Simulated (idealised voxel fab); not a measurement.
Process module heading - voxel wiring stack
The figure presents cross-section cut, which has a width of 210 nm and is divided into square cells with an edge length of 5 nm.
In what follows, cross-sections appear as grids of square cells, described through bands that run from the top down, where every band is one or more rows of cells.
Band: top and bottom heights (nm) first, top before bottom; then materials from left to right, widths in nm. "edge to edge" marks a sole material filling the band edge to edge. "blank" denotes empty space.
Convention: height 0 is the level below which the wafer, as received, is all one material. The lowest band does not terminate at the bottom but continues downward, represented as "0 -> down".
The width entry "30->40" should be interpreted row by row: the top row of cells in the band takes the first number, the bottom row takes the second number, and the change between adjacent rows is uniform throughout.
Key: "no change" - step with no changed cell in the cross-section.
Empty spaces without an open route to the top, at least 8 cells in extent, make up the entry "Entrapped voids"; each is given as width x height at distance, where the distance is measured from the left edge, and all are in nm.
Step line, after settings: the simulator's comment on this step.
When a step includes a mask, the "overlay nm" setting on its line states how far to the right of its planned place that mask lay, and negative values state how far to the left.

## Below is the list of planned process steps
1 RECEIVE with material Si
2 CONFORMAL_DEP with material SiO2, thk nm 10
3 DIRECTIONAL_DEP with material TiN, thk nm 5
4 DIRECTIONAL_DEP with material W, thk nm 15
5 PATTERN with tone cover, mask id METAL_1, material resist, width nm 30, pitch nm 60, thk nm 15, overlay nm 0
6 DIRECTIONAL_ETCH with etch materials W, depth nm 15
7 DIRECTIONAL_ETCH with etch materials TiN, depth nm 5
8 STRIP with etch materials resist
9 FILL_DEP with material SiO2, thk nm 5
10 CMP with height nm 30
11 CONFORMAL_DEP with material SiCN, thk nm 5
12 DIRECTIONAL_DEP with material SiO2, thk nm 10
13 DIRECTIONAL_DEP with material aC, thk nm 10
14 PATTERN with tone open, mask id PLUG_1, material resist, width nm 15, pitch nm 60, thk nm 25, overlay nm 0
15 DIRECTIONAL_ETCH with etch materials aC, depth nm 10
16 STRIP with etch materials resist
17 DIRECTIONAL_ETCH with etch materials SiO2, depth nm 10
18 DIRECTIONAL_ETCH with etch materials SiCN, depth nm 5
19 STRIP with etch materials aC
20 EPI with material Ru, thk nm 10
21 EPI with material Ru, thk nm 5
22 CONFORMAL_DEP with material SiN, thk nm 5
23 DIRECTIONAL_DEP with material SiO2, thk nm 15
24 DIRECTIONAL_DEP with material aC, thk nm 15
25 PATTERN with tone open, mask id METAL_2, material resist, width nm 30, pitch nm 60, thk nm 30, overlay nm 0
26 DIRECTIONAL_ETCH with etch materials aC, depth nm 15
27 STRIP with etch materials resist
28 DIRECTIONAL_ETCH with etch materials SiO2, depth nm 15
29 DIRECTIONAL_ETCH with etch materials SiN, depth nm 5
30 STRIP with etch materials aC
31 CONFORMAL_DEP with material TiN, thk nm 5
32 FILL_DEP with material W, thk nm 10
33 CMP with height nm 65
34 CONFORMAL_DEP with material SiCN, thk nm 5
35 DIRECTIONAL_DEP with material lowk, thk nm 15
36 DIRECTIONAL_DEP with material aC, thk nm 10
37 PATTERN with tone open, mask id PLUG_2, material resist, width nm 15, pitch nm 60, thk nm 25, overlay nm 0
38 DIRECTIONAL_ETCH with etch materials aC, depth nm 10
39 STRIP with etch materials resist
40 DIRECTIONAL_ETCH with etch materials lowk, depth nm 15
41 DIRECTIONAL_ETCH with etch materials SiCN, depth nm 5
42 STRIP with etch materials aC
43 EPI with material Ru, thk nm 10
44 EPI with material Ru, thk nm 10
45 DIRECTIONAL_DEP with material TiN, thk nm 5
46 DIRECTIONAL_DEP with material Ru, thk nm 15
47 DIRECTIONAL_DEP with material aC, thk nm 10
48 PATTERN with tone cover, mask id METAL_3, material resist, width nm 30, pitch nm 60, thk nm 25, overlay nm 0
49 DIRECTIONAL_ETCH with etch materials aC, depth nm 10
50 STRIP with etch materials resist
51 DIRECTIONAL_ETCH with etch materials Ru, depth nm 15
52 DIRECTIONAL_ETCH with etch materials TiN, depth nm 5
53 STRIP with etch materials aC
54 FILL_DEP with material lowk, thk nm 5
55 CMP with height nm 105
56 CONFORMAL_DEP with material SiCN, thk nm 5
57 DIRECTIONAL_DEP with material SiO2, thk nm 20
58 MASKED_ETCH with tone open, mask id PLUG_3, width nm 15, pitch nm 120, etch materials SiO2, depth nm 20, overlay nm 0
59 MASKED_ETCH with tone open, mask id PLUG_3, width nm 15, pitch nm 120, etch materials SiCN, depth nm 5, overlay nm 0
60 CONFORMAL_DEP with material TiN, thk nm 5
61 FILL_DEP with material Cu, thk nm 5
62 CMP with height nm 130
63 DIRECTIONAL_DEP with material TiN, thk nm 5
64 DIRECTIONAL_DEP with material W, thk nm 15
65 PATTERN with tone cover, mask id METAL_4, material resist, width nm 30, pitch nm 60, thk nm 15, overlay nm 0
66 DIRECTIONAL_ETCH with etch materials W, depth nm 15
67 DIRECTIONAL_ETCH with etch materials TiN, depth nm 5
68 STRIP with etch materials resist
69 FILL_DEP with material lowk, thk nm 10
70 CMP with height nm 150
71 CONFORMAL_DEP with material SiCN, thk nm 5
The value of width nm given for step 37 in the plan refers to the first wafer; the wafers vary in this setting and are alike at the start.

## As-received state after step 1, first of several wafers, cross-section
- 0 -> down | Si edge to edge
- Entrapped voids: none

## The table below has one row for each wafer; a row shows, as of the end of the module, how many cells of each material the wafer has gained, marked (+), or lost, marked (-), since it was received, and then the wafer's closed voids
width nm 15, +8 Cu, +117 Ru, +144 SiCN, +24 SiN, +462 SiO2, +112 TiN, +144 W, +291 lowk, Entrapped voids: none
width nm 20, +8 Cu, +129 Ru, +141 SiCN, +24 SiN, +462 SiO2, +112 TiN, +144 W, +282 lowk, Entrapped voids: none
width nm 25, +8 Cu, +141 Ru, +138 SiCN, +24 SiN, +462 SiO2, +112 TiN, +144 W, +273 lowk, Entrapped voids: none
width nm 30, +8 Cu, +153 Ru, +135 SiCN, +24 SiN, +462 SiO2, +112 TiN, +144 W, +264 lowk, Entrapped voids: none
